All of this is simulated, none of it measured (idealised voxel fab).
This is a process module. Its name is voxel trench capacitor.
We display cut, a cross-section 225 nm in width whose square cells are each 5 nm.
This document writes a cross-section as a grid whose cells are square, and gives it as bands, listed from the top down; one or more rows of cells form a band. What a band's entry tells you: where the top is and where the bottom is, as heights in nm, and after that what lies inside, material by material from left to right, each with its width in nm. Empty space is written as the word "empty", and a single material marked with the word "all across" occupies the band from edge to edge. Height 0 is the level under which the wafer as received is all one material. The lowest band goes on downwards, as in "0 and below". Width "30->40": first value at the band's top row of cells, second value at its bottom row, equal change from row to row. "same as before", as given for a step, is the statement that not any cell of the cross-section underwent a change during that step. "Enclosed cavity list": sealed empty spaces, 8 cells or more, no open way to top, listed width x height at distance, with distance from the left edge and width, height and distance in nm. Note: text after step settings on the step line = simulator remark on that step. "overlay nm", when on a step's line for a step with a mask, measures how far to the right of its planned place the mask lay; a negative measure means to the left.
LIST OF PLANNED PROCESS STEPS
step 1: RECEIVE,material Si
step 2: CONFORMAL_DEP,material SiN,thk nm 10
step 3: DIRECTIONAL_DEP,material aC,thk nm 15
step 4: PATTERN,tone open,mask id TRENCH,material resist,width nm 25,pitch nm 50,thk nm 30,overlay nm 0
step 5: DIRECTIONAL_ETCH,etch materials aC,depth nm 15
step 6: STRIP,etch materials resist
step 7: DIRECTIONAL_ETCH,etch materials SiN,depth nm 10
step 8: DIRECTIONAL_ETCH,etch materials Si,depth nm 25
step 9: STRIP,etch materials aC
step 10: CONFORMAL_DEP,material HfO2,thk nm 5
step 11: CONFORMAL_DEP,material TiN,thk nm 5
step 12: FILL_DEP,material W,thk nm 5
step 13: CMP,height nm 10
ACCOUNT OF THE FIRST OF TWO WAFERS, WHICH WAS PROCESSED AS INTENDED
AS RECEIVED, AFTER STEP 1
	0 and below  Si all across
	Enclosed cavity list: none
THE WAFER IN CROSS-SECTION ONCE STEP 2 IS COMPLETE
	10 down to 0  SiN all across
	Whatever lies below 0 is exactly as it was before.
THE WAFER IN CROSS-SECTION ONCE STEP 3 IS COMPLETE
	25 down to 10  aC all across
	Whatever lies below 10 is exactly as it was before.
THE WAFER IN CROSS-SECTION ONCE STEP 4 IS COMPLETE
	55 down to 25  resist (25)  empty (25)  resist (25)  empty (25)  resist (25)  empty (25)  resist (25)  empty (25)  resist (25)
	Whatever lies below 25 is exactly as it was before.
THE WAFER IN CROSS-SECTION ONCE STEP 5 IS COMPLETE
	40 down to 25  resist (25)  empty (25)  resist (25)  empty (25)  resist (25)  empty (25)  resist (25)  empty (25)  resist (25)
	25 down to 10  aC (25)  empty (25)  aC (25)  empty (25)  aC (25)  empty (25)  aC (25)  empty (25)  aC (25)
	Whatever lies below 10 is exactly as it was before.
THE WAFER IN CROSS-SECTION ONCE STEP 6 IS COMPLETE
	25 down to 10  aC (25)  empty (25)  aC (25)  empty (25)  aC (25)  empty (25)  aC (25)  empty (25)  aC (25)
	Whatever lies below 10 is exactly as it was before.
THE WAFER IN CROSS-SECTION ONCE STEP 7 IS COMPLETE
	25 down to 10  aC (25)  empty (25)  aC (25)  empty (25)  aC (25)  empty (25)  aC (25)  empty (25)  aC (25)
	10 down to 0  SiN (25)  empty (25)  SiN (25)  empty (25)  SiN (25)  empty (25)  SiN (25)  empty (25)  SiN (25)
	Whatever lies below 0 is exactly as it was before.
THE WAFER IN CROSS-SECTION ONCE STEP 8 IS COMPLETE
	25 down to 10  aC (25)  empty (25)  aC (25)  empty (25)  aC (25)  empty (25)  aC (25)  empty (25)  aC (25)
	10 down to 0  SiN (25)  empty (25)  SiN (25)  empty (25)  SiN (25)  empty (25)  SiN (25)  empty (25)  SiN (25)
	0 down to -25  Si (25)  empty (25)  Si (25)  empty (25)  Si (25)  empty (25)  Si (25)  empty (25)  Si (25)
	Whatever lies below -25 is exactly as it was before.
THE WAFER IN CROSS-SECTION ONCE STEP 9 IS COMPLETE
	10 down to 0  SiN (25)  empty (25)  SiN (25)  empty (25)  SiN (25)  empty (25)  SiN (25)  empty (25)  SiN (25)
	Whatever lies below 0 is exactly as it was before.
THE WAFER IN CROSS-SECTION ONCE STEP 10 IS COMPLETE
	15 down to 10  HfO2 (30)  empty (15)  HfO2 (35)  empty (15)  HfO2 (35)  empty (15)  HfO2 (35)  empty (15)  HfO2 (30)
	10 down to 0  SiN (25)  HfO2 (5)  empty (15)  HfO2 (5)  SiN (25)  HfO2 (5)  empty (15)  HfO2 (5)  SiN (25)  HfO2 (5)  empty (15)  HfO2 (5)  SiN (25)  HfO2 (5)  empty (15)  HfO2 (5)  SiN (25)
	0 down to -20  Si (25)  HfO2 (5)  empty (15)  HfO2 (5)  Si (25)  HfO2 (5)  empty (15)  HfO2 (5)  Si (25)  HfO2 (5)  empty (15)  HfO2 (5)  Si (25)  HfO2 (5)  empty (15)  HfO2 (5)  Si (25)
	-20 down to -25  Si (25)  HfO2 (25)  Si (25)  HfO2 (25)  Si (25)  HfO2 (25)  Si (25)  HfO2 (25)  Si (25)
	Whatever lies below -25 is exactly as it was before.
THE WAFER IN CROSS-SECTION ONCE STEP 11 IS COMPLETE
	20 down to 15  TiN (35)  empty (5)  TiN (45)  empty (5)  TiN (45)  empty (5)  TiN (45)  empty (5)  TiN (35)
	15 down to 10  HfO2 (30)  TiN (5)  empty (5)  TiN (5)  HfO2 (35)  TiN (5)  empty (5)  TiN (5)  HfO2 (35)  TiN (5)  empty (5)  TiN (5)  HfO2 (35)  TiN (5)  empty (5)  TiN (5)  HfO2 (30)
	10 down to 0  SiN (25)  HfO2 (5)  TiN (5)  empty (5)  TiN (5)  HfO2 (5)  SiN (25)  HfO2 (5)  TiN (5)  empty (5)  TiN (5)  HfO2 (5)  SiN (25)  HfO2 (5)  TiN (5)  empty (5)  TiN (5)  HfO2 (5)  SiN (25)  HfO2 (5)  TiN (5)  empty (5)  TiN (5)  HfO2 (5)  SiN (25)
	0 down to -15  Si (25)  HfO2 (5)  TiN (5)  empty (5)  TiN (5)  HfO2 (5)  Si (25)  HfO2 (5)  TiN (5)  empty (5)  TiN (5)  HfO2 (5)  Si (25)  HfO2 (5)  TiN (5)  empty (5)  TiN (5)  HfO2 (5)  Si (25)  HfO2 (5)  TiN (5)  empty (5)  TiN (5)  HfO2 (5)  Si (25)
	-15 down to -20  Si (25)  HfO2 (5)  TiN (15)  HfO2 (5)  Si (25)  HfO2 (5)  TiN (15)  HfO2 (5)  Si (25)  HfO2 (5)  TiN (15)  HfO2 (5)  Si (25)  HfO2 (5)  TiN (15)  HfO2 (5)  Si (25)
	Whatever lies below -20 is exactly as it was before.
THE WAFER IN CROSS-SECTION ONCE STEP 12 IS COMPLETE
	25 down to 20  W all across
	20 down to 15  TiN (35)  W (5)  TiN (45)  W (5)  TiN (45)  W (5)  TiN (45)  W (5)  TiN (35)
	15 down to 10  HfO2 (30)  TiN (5)  W (5)  TiN (5)  HfO2 (35)  TiN (5)  W (5)  TiN (5)  HfO2 (35)  TiN (5)  W (5)  TiN (5)  HfO2 (35)  TiN (5)  W (5)  TiN (5)  HfO2 (30)
	10 down to 0  SiN (25)  HfO2 (5)  TiN (5)  W (5)  TiN (5)  HfO2 (5)  SiN (25)  HfO2 (5)  TiN (5)  W (5)  TiN (5)  HfO2 (5)  SiN (25)  HfO2 (5)  TiN (5)  W (5)  TiN (5)  HfO2 (5)  SiN (25)  HfO2 (5)  TiN (5)  W (5)  TiN (5)  HfO2 (5)  SiN (25)
	0 down to -15  Si (25)  HfO2 (5)  TiN (5)  W (5)  TiN (5)  HfO2 (5)  Si (25)  HfO2 (5)  TiN (5)  W (5)  TiN (5)  HfO2 (5)  Si (25)  HfO2 (5)  TiN (5)  W (5)  TiN (5)  HfO2 (5)  Si (25)  HfO2 (5)  TiN (5)  W (5)  TiN (5)  HfO2 (5)  Si (25)
	Whatever lies below -15 is exactly as it was before.
THE WAFER IN CROSS-SECTION ONCE STEP 13 IS COMPLETE
	10 down to 0  SiN (25)  HfO2 (5)  TiN (5)  W (5)  TiN (5)  HfO2 (5)  SiN (25)  HfO2 (5)  TiN (5)  W (5)  TiN (5)  HfO2 (5)  SiN (25)  HfO2 (5)  TiN (5)  W (5)  TiN (5)  HfO2 (5)  SiN (25)  HfO2 (5)  TiN (5)  W (5)  TiN (5)  HfO2 (5)  SiN (25)
	Whatever lies below 0 is exactly as it was before.
THE SECOND WAFER: IDENTICAL TO THE FIRST AT THE OUTSET AND IN ITS PLANNED SEQUENCE, DIFFERING ONLY IN THAT ONE MISTAKE WAS MADE DURING PROCESSING; UP TO AND INCLUDING STEP 9, ITS PATH IS THE FIRST WAFER'S PATH
CROSS-SECTION: SECOND WAFER, TIME AT WHICH STEP 10 WAS SCHEDULED TO END
	15 down to 0  SiN (30)  empty (15)  SiN (35)  empty (15)  SiN (35)  empty (15)  SiN (35)  empty (15)  SiN (30)
	0 down to -20  Si (25)  SiN (5)  empty (15)  SiN (5)  Si (25)  SiN (5)  empty (15)  SiN (5)  Si (25)  SiN (5)  empty (15)  SiN (5)  Si (25)  SiN (5)  empty (15)  SiN (5)  Si (25)
	-20 down to -25  Si (25)  SiN (25)  Si (25)  SiN (25)  Si (25)  SiN (25)  Si (25)  SiN (25)  Si (25)
	Whatever lies below -25 is exactly as it was before.
CROSS-SECTION: SECOND WAFER, TIME AT WHICH STEP 11 WAS SCHEDULED TO END
	20 down to 15  TiN (35)  empty (5)  TiN (45)  empty (5)  TiN (45)  empty (5)  TiN (45)  empty (5)  TiN (35)
	15 down to 0  SiN (30)  TiN (5)  empty (5)  TiN (5)  SiN (35)  TiN (5)  empty (5)  TiN (5)  SiN (35)  TiN (5)  empty (5)  TiN (5)  SiN (35)  TiN (5)  empty (5)  TiN (5)  SiN (30)
	0 down to -15  Si (25)  SiN (5)  TiN (5)  empty (5)  TiN (5)  SiN (5)  Si (25)  SiN (5)  TiN (5)  empty (5)  TiN (5)  SiN (5)  Si (25)  SiN (5)  TiN (5)  empty (5)  TiN (5)  SiN (5)  Si (25)  SiN (5)  TiN (5)  empty (5)  TiN (5)  SiN (5)  Si (25)
	-15 down to -20  Si (25)  SiN (5)  TiN (15)  SiN (5)  Si (25)  SiN (5)  TiN (15)  SiN (5)  Si (25)  SiN (5)  TiN (15)  SiN (5)  Si (25)  SiN (5)  TiN (15)  SiN (5)  Si (25)
	Whatever lies below -20 is exactly as it was before.
CROSS-SECTION: SECOND WAFER, TIME AT WHICH STEP 12 WAS SCHEDULED TO END
	25 down to 20  W all across
	20 down to 15  TiN (35)  W (5)  TiN (45)  W (5)  TiN (45)  W (5)  TiN (45)  W (5)  TiN (35)
	15 down to 0  SiN (30)  TiN (5)  W (5)  TiN (5)  SiN (35)  TiN (5)  W (5)  TiN (5)  SiN (35)  TiN (5)  W (5)  TiN (5)  SiN (35)  TiN (5)  W (5)  TiN (5)  SiN (30)
	0 down to -15  Si (25)  SiN (5)  TiN (5)  W (5)  TiN (5)  SiN (5)  Si (25)  SiN (5)  TiN (5)  W (5)  TiN (5)  SiN (5)  Si (25)  SiN (5)  TiN (5)  W (5)  TiN (5)  SiN (5)  Si (25)  SiN (5)  TiN (5)  W (5)  TiN (5)  SiN (5)  Si (25)
	Whatever lies below -15 is exactly as it was before.
CROSS-SECTION: SECOND WAFER, TIME AT WHICH STEP 13 WAS SCHEDULED TO END
	10 down to 0  SiN (30)  TiN (5)  W (5)  TiN (5)  SiN (35)  TiN (5)  W (5)  TiN (5)  SiN (35)  TiN (5)  W (5)  TiN (5)  SiN (35)  TiN (5)  W (5)  TiN (5)  SiN (30)
	Whatever lies below 0 is exactly as it was before.
Misprocessing identified: rather than as planned, step 10 actually ran as CONFORMAL_DEP,material SiN,thk nm 5
The second wafer ends with more or fewer cells of some materials than the first, per final count: -68 HfO2, +68 SiN
